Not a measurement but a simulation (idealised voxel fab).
process module | voxel self aligned vias
For reference, the cross-section in this document is cut, with width 220 nm and square cells of 5 nm.
Reading order for cross-sections: top band down to bottom band. Underlying form: a grid of square cells. Band size: one or more rows of cells. Band: top height; bottom height; in nm. Then, left to right: material with width in nm, for each material. "throughout": a single material spanning edge to edge. "air": empty space. Ref level 0: as-received wafer is one material below here. Bottom band extends down with no lower bound ("0 and below"). With a width like "30 to 40", each row of cells in the band differs from the next by the same amount, the top row carrying the first number and the bottom row the second. What does "nothing different" mean for a step? It means no cell of the cross-section changed in that step. Under "Encapsulated voids" you'll find the enclosed gaps, the ones with no way out to the top, that are 8 cells or bigger; each reads width x height at distance, with distance counted from the left edge, everything in nm. Post-settings text on a step line: simulator's own remark regarding the step. overlay nm: on a step with a mask, how far right of its planned place the mask lay; negative means left.
List of planned process steps
| 1 | op RECEIVE | material Si |
| 2 | op CONFORMAL_DEP | material SiO2 | thk nm 10 |
| 3 | op CONFORMAL_DEP | material SiCN | thk nm 5 |
| 4 | op DIRECTIONAL_DEP | material SiO2 | thk nm 25 |
| 5 | op MASKED_ETCH | tone open | mask id LINES | width nm 30 | pitch nm 60 | etch materials SiO2 | depth nm 25 | overlay nm 0 |
| 6 | op CONFORMAL_DEP | material TiN | thk nm 5 |
| 7 | op FILL_DEP | material W | thk nm 10 |
| 8 | op CMP | height nm 40 |
| 9 | op SELECTIVE_ETCH | etch materials W Ru TiN | depth nm 10 |
| 10 | op FILL_DEP | material SiN | thk nm 5 |
| 11 | op CMP | height nm 40 |
| 12 | op DIRECTIONAL_DEP | material SiO2 | thk nm 20 |
| 13 | op DIRECTIONAL_DEP | material aC | thk nm 15 |
| 14 | op PATTERN | tone open | mask id VIAS | material resist | width nm 40 | pitch nm 120 | thk nm 30 | overlay nm 0 |
| 15 | op DIRECTIONAL_ETCH | etch materials aC | depth nm 15 |
| 16 | op STRIP | etch materials resist |
| 17 | op DIRECTIONAL_ETCH | etch materials SiO2 | depth nm 20 |
| 18 | op DIRECTIONAL_ETCH | etch materials SiN | depth nm 10 |
| 19 | op STRIP | etch materials aC |
| 20 | op CONFORMAL_DEP | material TiN | thk nm 5 |
| 21 | op FILL_DEP | material Cu | thk nm 5 |
| 22 | op CMP | height nm 60 |
| 23 | op CONFORMAL_DEP | material SiN | thk nm 5 |
Cross-section of the incoming wafer, state after step 1
    0 and below: Si throughout
    Encapsulated voids: none
A wafer at the end: this start, this plan, one mistake
    65 down to 60: SiN throughout
    60 down to 45: 20 nm SiO2  5 nm TiN  30 nm Cu  5 nm TiN  80 nm SiO2  5 nm TiN  30 nm Cu  5 nm TiN  40 nm SiO2
    45 down to 40: 20 nm SiO2  20 nm TiN  15 nm Cu  5 nm TiN  80 nm SiO2  20 nm TiN  15 nm Cu  5 nm TiN  40 nm SiO2
    40 down to 35: 35 nm SiO2  5 nm TiN  15 nm Cu  5 nm TiN  5 nm SiN  30 nm SiO2  30 nm SiN  30 nm SiO2  5 nm TiN  15 nm Cu  5 nm TiN  5 nm SiN  35 nm SiO2
    35 down to 30: 35 nm SiO2  25 nm TiN  5 nm SiN  30 nm SiO2  30 nm SiN  30 nm SiO2  25 nm TiN  5 nm SiN  35 nm SiO2
    30 down to 20: 35 nm SiO2  5 nm TiN  20 nm W  5 nm TiN  30 nm SiO2  5 nm TiN  20 nm W  5 nm TiN  30 nm SiO2  5 nm TiN  20 nm W  5 nm TiN  35 nm SiO2
    20 down to 15: 35 nm SiO2  30 nm TiN  30 nm SiO2  30 nm TiN  30 nm SiO2  30 nm TiN  35 nm SiO2
    15 down to 10: SiCN throughout
    10 down to 0: SiO2 throughout
    0 and below: Si throughout
    Encapsulated voids: none
What broke from the plan during processing? step 14 was not run as planned; what actually ran was op PATTERN | tone open | mask id VIAS | material resist | width nm 40 | pitch nm 120 | thk nm 30 | overlay nm -10
